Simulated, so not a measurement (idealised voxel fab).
The name of this process module is voxel tone inversion.
Square cells of 5 nm make up the cross-section cut, whose width is 235 nm.
A cross-section is written here as square cells arranged in a grid, and it is given in bands from the top down, each band taking up one or more rows of cells.
Read a band's entry like this: the first values are the height of its top and the height of its bottom in nm, and what follows is the sequence of materials from left to right, each with its width in nm. Note that "blank" is empty space, and that a single material marked "all across" reaches across the band from edge to edge.
The level at which height equals 0 is the one under which the wafer, as it arrives, is entirely one material. No lower edge exists for the bottom band, which continues downward and is notated as in "z 0 and below".
So if you see something like "30..40" for the width, read it as the top row of the band sitting at the first number and the bottom row at the second, with every row in between moving by the same amount as the last.
For the purposes of this document, the phrase "nothing was modified" attached to a step denotes that no cell within the cross-section was modified by that step.
In "Closed void roster" the enclosed voids are listed, meaning empty spaces of 8 cells or larger without any opening to the top. The form is width x height at distance, distance from the left edge, units nm.
Read whatever lies past the settings on a step's line as the simulator's own remark about the step.
overlay nm: how far to the right of its planned place the mask lay on this masked step (negative: to the left).
Planned step list for the process
step 1: RECEIVE | material Si
step 2: CONFORMAL_DEP | material SiCN | thk nm 5
step 3: DIRECTIONAL_DEP | material aC | thk nm 25
step 4: PATTERN | tone cover | mask id POSTS | material resist | width nm 20 | pitch nm 45 | thk nm 35 | overlay nm 0
step 5: DIRECTIONAL_ETCH | etch materials aC | depth nm 25
step 6: STRIP | etch materials resist
step 7: FILL_DEP | material lowk | thk nm 10
step 8: CMP | height nm 30
step 9: STRIP | etch materials aC
step 10: CONFORMAL_DEP | material TiN | thk nm 5
step 11: FILL_DEP | material Ru | thk nm 10
step 12: CMP | height nm 30
step 13: CONFORMAL_DEP | material SiCN | thk nm 5
Cross-sectional view of the wafer in its as-received condition, corresponding to the state after step 1
* z 0 and below  Si all across
* Closed void roster: none
Below is the wafer in cross-section after the module was completed. It began from the starting point shown above and followed the plan shown above, except that one mistake was made while running it
* z 35 to 30  SiCN all across
* z 30 to 10  60 of lowk / 5 of TiN / 15 of Ru / 5 of TiN / 20 of lowk / 5 of TiN / 15 of Ru / 5 of TiN / 20 of lowk / 5 of TiN / 15 of Ru / 5 of TiN / 60 of lowk
* z 10 to 5  60 of lowk / 25 of TiN / 20 of lowk / 25 of TiN / 20 of lowk / 25 of TiN / 60 of lowk
* z 5 to 0  SiCN all across
* z 0 and below  Si all across
* Closed void roster: none
Heads up, the wafer didn't run the way we planned it: step 4 was run on a setting that differed from the plan, and what really ran there is PATTERN | tone cover | mask id POSTS | material resist | width nm 25 | pitch nm 45 | thk nm 35 | overlay nm 0
